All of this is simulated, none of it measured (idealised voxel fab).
process module | voxel transistor to metal
cross-section cut | 160 nm wide | cells 5 nm
A cross-section is a grid of square cells, given in bands from the top down. A band is one or more rows of cells.
Each band's line starts with the height of the band's top and of its bottom, in nm. Then come its materials from left to right, each with its width in nm. One material with "throughout" fills the band from edge to edge. "air" is empty space.
Height 0 is the level under which the wafer as received is all one material. The lowest band goes on downwards, as in "0 down".
A width such as "30 to 40" changes by the same amount from each row of cells to the next, from the band's top row to its bottom row.
"no change" after a step means that no cell of the cross-section changed.
closed voids: empty space of 8 cells or more with no open way to the top, each as width x height at its distance from the left edge, in nm
after a step's settings: what the simulator itself notes on the step
overlay nm, on a step with a mask: how far to the right of its planned place the mask lay; to the left if negative
plan
1 op RECEIVE | material Si
2 op CONFORMAL_DEP | material SiO2 | thk nm 5
3 op CONFORMAL_DEP | material SiN | thk nm 10
4 op MASKED_ETCH | tone cover | mask id ACTIVE | width nm 125 | etch materials SiN | depth nm 10 | overlay nm 0
5 op MASKED_ETCH | tone cover | mask id ACTIVE | width nm 125 | etch materials SiO2 | depth nm 5 | overlay nm 0
6 op MASKED_ETCH | tone cover | mask id ACTIVE | width nm 125 | etch materials Si | depth nm 20 | overlay nm 0
7 op OXIDIZE | depth nm 5
8 op FILL_DEP | material SiO2 | thk nm 5
9 op CMP | height nm 15
10 op SELECTIVE_ETCH | etch materials SiO2 | depth nm 10
11 op STRIP | etch materials SiN
12 op SELECTIVE_ETCH | etch materials SiO2 | depth nm 5
13 op OXIDIZE | depth nm 5
14 op DIRECTIONAL_DEP | material polySi | thk nm 25
15 op DIRECTIONAL_DEP | material SiCN | thk nm 15
16 op PATTERN | tone cover | mask id GATE | material resist | width nm 35 | thk nm 15 | overlay nm 0
17 op DIRECTIONAL_ETCH | etch materials SiCN | depth nm 25
18 op DIRECTIONAL_ETCH | etch materials polySi | depth nm 35
19 op STRIP | etch materials resist
20 op CONFORMAL_DEP | material SiO2 | thk nm 5
21 op DIRECTIONAL_ETCH | etch materials SiO2 | depth nm 5
22 op CONFORMAL_DEP | material SiN | thk nm 10
23 op DIRECTIONAL_ETCH | etch materials SiN | depth nm 10
24 op DIRECTIONAL_ETCH | etch materials SiO2 | depth nm 5
25 op EPI | material SiGe | thk nm 5
26 op FILL_DEP | material SiO2 | thk nm 5
27 op CMP | height nm 25
28 op STRIP | etch materials polySi
29 op SELECTIVE_ETCH | etch materials SiO2 | depth nm 5
30 op CONFORMAL_DEP | material HfO2 | thk nm 5
31 op CONFORMAL_DEP | material TiN | thk nm 5
32 op FILL_DEP | material W | thk nm 10
33 op CMP | height nm 20
34 op DIRECTIONAL_DEP | material SiO2 | thk nm 15
35 op MASKED_ETCH | tone open | mask id CONTACT | width nm 20 | pitch nm 85 | etch materials SiO2 | depth nm 35 | overlay nm 0
36 op CONFORMAL_DEP | material TiN | thk nm 5
37 op FILL_DEP | material Ru | thk nm 5
38 op CMP | height nm 35
39 op CONFORMAL_DEP | material SiCN | thk nm 5
40 op DIRECTIONAL_DEP | material SiO2 | thk nm 20
41 op DIRECTIONAL_DEP | material aC | thk nm 10
42 op PATTERN | tone open | mask id METAL_1 | material resist | width nm 20 | pitch nm 85 | thk nm 25 | overlay nm 0
43 op DIRECTIONAL_ETCH | etch materials aC | depth nm 10
44 op STRIP | etch materials resist
45 op DIRECTIONAL_ETCH | etch materials SiO2 | depth nm 20
46 op DIRECTIONAL_ETCH | etch materials SiCN | depth nm 5
47 op STRIP | etch materials aC
48 op CONFORMAL_DEP | material TiN | thk nm 5
49 op FILL_DEP | material Cu | thk nm 5
50 op CMP | height nm 60
51 op CONFORMAL_DEP | material SiCN | thk nm 5
52 op DIRECTIONAL_DEP | material lowk | thk nm 25
53 op PATTERN | tone open | mask id METAL_2 | material resist | width nm 20 | pitch nm 85 | thk nm 20 | overlay nm 0
54 op DIRECTIONAL_ETCH | etch materials lowk | depth nm 15
55 op STRIP | etch materials resist
56 op MASKED_ETCH | tone open | mask id METAL_2_HOLES | width nm 15 | pitch nm 85 | etch materials lowk | depth nm 10 | overlay nm 0
57 op MASKED_ETCH | tone open | mask id METAL_2_HOLES | width nm 15 | pitch nm 85 | etch materials SiCN | depth nm 5 | overlay nm 0
58 op CONFORMAL_DEP | material TiN | thk nm 5
59 op FILL_DEP | material Cu | thk nm 10
60 op CMP | height nm 90
61 op CONFORMAL_DEP | material SiN | thk nm 5
as received, after step 1
  0 down: Si throughout
  closed voids: none
first wafer at the end, as planned
  95 to 90: SiN throughout
  90 to 80: lowk 25 | TiN 5 | Cu 10 | TiN 5 | lowk 65 | TiN 5 | Cu 10 | TiN 5 | lowk 30
  80 to 75: lowk 25 | TiN 5 | Cu 5 | TiN 10 | lowk 65 | TiN 5 | Cu 5 | TiN 10 | lowk 30
  75 to 65: lowk 25 | TiN 5 | Cu 5 | TiN 5 | lowk 70 | TiN 5 | Cu 5 | TiN 5 | lowk 35
  65 to 60: SiCN 25 | TiN 15 | SiCN 70 | TiN 15 | SiCN 35
  60 to 40: SiO2 25 | TiN 5 | Cu 10 | TiN 5 | SiO2 65 | TiN 5 | Cu 10 | TiN 5 | SiO2 30
  40 to 35: SiCN 25 | TiN 20 | SiCN 65 | TiN 20 | SiCN 30
  35 to 20: SiO2 25 | TiN 5 | Ru 10 | TiN 5 | SiO2 65 | TiN 5 | Ru 10 | TiN 5 | SiO2 30
  20 to 5: SiO2 25 | TiN 5 | Ru 10 | TiN 5 | SiN 10 | HfO2 5 | TiN 5 | W 25 | TiN 5 | HfO2 5 | SiN 10 | TiN 5 | Ru 10 | TiN 5 | SiO2 30
  5 to 0: SiO2 25 | TiN 20 | SiN 10 | HfO2 5 | TiN 35 | HfO2 5 | SiN 10 | TiN 20 | SiO2 30
  0 to -5: SiO2 15 | SiGe 30 | SiO2 10 | HfO2 45 | SiO2 10 | SiGe 30 | SiO2 20
  -5 to -25: SiO2 20 | Si 115 | SiO2 25
  -25 down: Si throughout
  closed voids: none
second wafer at the end: like start, like plan, one mistake
  95 to 90: SiN throughout
  90 to 80: lowk 20 | TiN 5 to 10 | Cu 15 to 10 | TiN 5 | lowk 60 | TiN 5 to 10 | Cu 15 to 10 | TiN 5 | lowk 30
  80 to 70: lowk 25 | TiN 5 | Cu 10 | TiN 5 | lowk 65 | TiN 5 | Cu 10 | TiN 5 | lowk 30
  70 to 65: lowk 25 | TiN 5 | Cu 5 | TiN 10 | lowk 65 | TiN 5 | Cu 5 | TiN 10 | lowk 30
  65 to 60: SiCN 25 | TiN 15 | SiCN 70 | TiN 15 | SiCN 35
  60 to 40: SiO2 25 | TiN 5 | Cu 10 | TiN 5 | SiO2 65 | TiN 5 | Cu 10 | TiN 5 | SiO2 30
  40 to 35: SiCN 25 | TiN 20 | SiCN 65 | TiN 20 | SiCN 30
  35 to 20: SiO2 25 | TiN 5 | Ru 10 | TiN 5 | SiO2 65 | TiN 5 | Ru 10 | TiN 5 | SiO2 30
  20 to 5: SiO2 25 | TiN 5 | Ru 10 | TiN 5 | SiN 10 | HfO2 5 | TiN 5 | W 25 | TiN 5 | HfO2 5 | SiN 10 | TiN 5 | Ru 10 | TiN 5 | SiO2 30
  5 to 0: SiO2 25 | TiN 20 | SiN 10 | HfO2 5 | TiN 35 | HfO2 5 | SiN 10 | TiN 20 | SiO2 30
  0 to -5: SiO2 15 | SiGe 30 | SiO2 10 | HfO2 45 | SiO2 10 | SiGe 30 | SiO2 20
  -5 to -25: SiO2 20 | Si 115 | SiO2 25
  -25 down: Si throughout
  closed voids: none
what went wrong: step 56 ran as: op MASKED_ETCH | tone open | mask id METAL_2_HOLES | width nm 25 | pitch nm 85 | etch materials lowk | depth nm 10 | overlay nm 0
at the end the second wafer has, in cells: 6 more of Cu | 2 more of TiN | 8 fewer of lowk
